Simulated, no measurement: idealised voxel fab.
A process module follows: voxel ribs on slabs.
Xsec cut, 295 nm wide, square cell size 5 nm.
Throughout this document, each cross-section is represented as a grid of square cells and is presented as a sequence of bands enumerated from the top downward, where a band comprises one or more rows of cells.
Look at the band entry: it leads with the top's height and the bottom's height in nm. Then it lists the materials left to right, with a width in nm for each. The word "everywhere" on a single material says that material fills the band edge to edge. The word "blank" is empty space.
It should be noted that heights are counted from 0, beneath which the wafer as supplied is of one material throughout, and that the lowest band possesses no lower boundary but continues downward, as written in "0 nm and below".
The notation "30 to 40" denotes a width that varies across the rows of cells in the band, beginning at the first number in the top row, finishing at the second number in the bottom row, and changing by an identical amount from each row to the next.
"remains unaltered" (step): cross-section cells unchanged, all of them.
"Sealed void listing" contains a list of empty spaces, each no smaller than 8 cells and without an open way to the top, written in the form width x height at distance with the distance from the left edge and all three in nm.
Step line, after settings: the simulator's comment on this step.
"overlay nm", when on a step's line for a step with a mask, measures how far to the right of its planned place the mask lay; a negative measure means to the left.

The following list gives the planned process steps:
1,RECEIVE (material Si)
2,DIRECTIONAL_DEP (material SiO2; thk nm 20)
3,DIRECTIONAL_DEP (material polySi; thk nm 25)
4,DIRECTIONAL_DEP (material aC; thk nm 10)
5,PATTERN (tone cover; mask id RIB; material resist; width nm 15; thk nm 30; overlay nm 0)
6,DIRECTIONAL_ETCH (etch materials aC; depth nm 10)
7,STRIP (etch materials resist)
8,DIRECTIONAL_ETCH (etch materials polySi; depth nm 15)
9,STRIP (etch materials aC)
10,DIRECTIONAL_DEP (material aC; thk nm 15)
11,PATTERN (tone cover; mask id SLAB; material resist; width nm 55; thk nm 35; overlay nm 0)
12,DIRECTIONAL_ETCH (etch materials aC; depth nm 15)
13,STRIP (etch materials resist)
14,DIRECTIONAL_ETCH (etch materials polySi; depth nm 10)
15,STRIP (etch materials aC)
16,FILL_DEP (material SiO2; thk nm 15)
17,CMP (height nm 55)
18,DIRECTIONAL_DEP (material TiN; thk nm 10)
19,PATTERN (tone cover; mask id HEATER; material resist; width nm 25; thk nm 20; overlay nm 0)
20,DIRECTIONAL_ETCH (etch materials TiN; depth nm 10)
21,STRIP (etch materials resist)
22,CONFORMAL_DEP (material SiO2; thk nm 5)

The cross-section here shows the wafer as received, i.e. in its state after step 1:
* 0 nm and below = Si everywhere
* Sealed void listing: none

Module complete, cross-section. Starting point and plan per above. One mistake made in running the module:
* 70 nm to 65 nm = blank 135 | SiO2 30 | blank 130
* 65 nm to 60 nm = blank 135 | SiO2 5 | TiN 20 | SiO2 5 | blank 130
* 60 nm to 55 nm = SiO2 140 | TiN 20 | SiO2 135
* 55 nm to 45 nm = SiO2 everywhere
* 45 nm to 30 nm = SiO2 140 | polySi 15 | SiO2 140
* 30 nm to 20 nm = SiO2 120 | polySi 55 | SiO2 120
* 20 nm to 0 nm = SiO2 everywhere
* 0 nm and below = Si everywhere
* Sealed void listing: none
Plan not followed: step 19 was processed under conditions differing from the plan, specifically as PATTERN (tone cover; mask id HEATER; material resist; width nm 20; thk nm 20; overlay nm 0)
